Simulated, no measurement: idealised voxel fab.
process module | voxel lift off
cross-section cut | 260 nm wide | cells 5 nm
A cross-section is a grid of square cells, given in bands from the top down. A band is one or more rows of cells.
Each band's line starts with the height of the band's top and of its bottom, in nm. Then come its materials from left to right, each with its width in nm. One material with "throughout" fills the band from edge to edge. "air" is empty space.
Height 0 is the level under which the wafer as received is all one material. The lowest band goes on downwards, as in "0 down".
A width such as "30 to 40" changes by the same amount from each row of cells to the next, from the band's top row to its bottom row.
"no change" after a step means that no cell of the cross-section changed.
closed voids: empty space of 8 cells or more with no open way to the top, each as width x height at its distance from the left edge, in nm
after a step's settings: what the simulator itself notes on the step
overlay nm, on a step with a mask: how far to the right of its planned place the mask lay; to the left if negative
plan
1 op RECEIVE | material Si
2 op CONFORMAL_DEP | material SiO2 | thk nm 15
3 op PATTERN | tone open | mask id LINES | material resist | width nm 15 | pitch nm 45 | thk nm 30 | overlay nm 0
4 op DIRECTIONAL_DEP | material Ru | thk nm 15
5 op STRIP | etch materials resist
6 op CONFORMAL_DEP | material SiN | thk nm 5
as received, after step 1
  0 down: Si throughout
  closed voids: none
first wafer at the end, as planned
  35 to 30: air 95 | SiN 25 | air 20 | SiN 25 | air 95
  30 to 20: air 95 | SiN 5 | Ru 15 | SiN 5 | air 20 | SiN 5 | Ru 15 | SiN 5 | air 95
  20 to 15: SiN 100 | Ru 15 | SiN 30 | Ru 15 | SiN 100
  15 to 0: SiO2 throughout
  0 down: Si throughout
  closed voids: none
second wafer at the end: like start, like plan, one mistake
  35 to 20: air 95 | Ru 25 | air 20 | Ru 25 | air 95
  20 to 15: Ru throughout
  15 to 0: SiO2 throughout
  0 down: Si throughout
  closed voids: none
what went wrong: step 6 ran as: op CONFORMAL_DEP | material Ru | thk nm 5
at the end the second wafer has, in cells: 64 more of Ru | 64 fewer of SiN
